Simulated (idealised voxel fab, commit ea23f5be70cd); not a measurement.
process module | voxel tone inversion
cross-section cut | 265 nm wide | cells 5 nm
A cross-section is a grid of square cells, given in bands from the top down. A band is one or more rows of cells.
Each band's line starts with the height of the band's top and of its bottom, in nm. Then come its materials from left to right, each with its width in nm. One material with "throughout" fills the band from edge to edge. "air" is empty space.
Height 0 is the level under which the wafer as received is all one material. The lowest band goes on downwards, as in "0 down".
A width such as "30 to 40" changes by the same amount from each row of cells to the next, from the band's top row to its bottom row.
"no change" after a step means that no cell of the cross-section changed.
closed voids: empty space of 8 cells or more with no open way to the top, each as width x height at its distance from the left edge, in nm
after a step's settings: what the simulator itself notes on the step
overlay nm, on a step with a mask: how far to the right of its planned place the mask lay; to the left if negative
plan
1 op RECEIVE | material Si
2 op CONFORMAL_DEP | material SiCN | thk nm 5
3 op DIRECTIONAL_DEP | material aC | thk nm 20
4 op PATTERN | tone cover | mask id POSTS | material resist | width nm 15 | pitch nm 45 | thk nm 25 | overlay nm 0
5 op DIRECTIONAL_ETCH | etch materials aC | depth nm 20
6 op STRIP | etch materials resist
7 op FILL_DEP | material lowk | thk nm 5
8 op CMP | height nm 25
9 op STRIP | etch materials aC
10 op CONFORMAL_DEP | material TiN | thk nm 5
11 op FILL_DEP | material Ru | thk nm 5
12 op CMP | height nm 25
13 op CONFORMAL_DEP | material SiCN | thk nm 5
varied across the wafers: width nm of step 4. The plan shows the first wafer's value. All wafers start alike
first wafer as received, after step 1
  0 down: Si throughout
  closed voids: none
first wafer at the end, after step 13
  30 to 25: SiCN throughout
  25 to 10: lowk 80 | TiN 5 | Ru 5 | TiN 5 | lowk 30 | TiN 5 | Ru 5 | TiN 5 | lowk 30 | TiN 5 | Ru 5 | TiN 5 | lowk 80
  10 to 5: lowk 80 | TiN 15 | lowk 30 | TiN 15 | lowk 30 | TiN 15 | lowk 80
  5 to 0: SiCN throughout
  0 down: Si throughout
  closed voids: none
last wafer at the end
  30 to 25: SiCN throughout
  25 to 10: lowk 70 | TiN 5 | Ru 20 | TiN 5 | lowk 15 | TiN 5 | Ru 20 | TiN 5 | lowk 15 | TiN 5 | Ru 20 | TiN 5 | lowk 75
  10 to 5: lowk 70 | TiN 30 | lowk 15 | TiN 30 | lowk 15 | TiN 30 | lowk 75
  5 to 0: SiCN throughout
  0 down: Si throughout
  closed voids: none
each wafer at the end: cells of each material gained (+) or lost (-) since it was received, then its closed voids
width nm 15 | +9 Ru | +106 SiCN | +27 TiN | +176 lowk | closed voids: none
width nm 20 | +18 Ru | +106 SiCN | +30 TiN | +164 lowk | closed voids: none
width nm 25 | +27 Ru | +106 SiCN | +33 TiN | +152 lowk | closed voids: none
width nm 30 | +36 Ru | +106 SiCN | +36 TiN | +140 lowk | closed voids: none
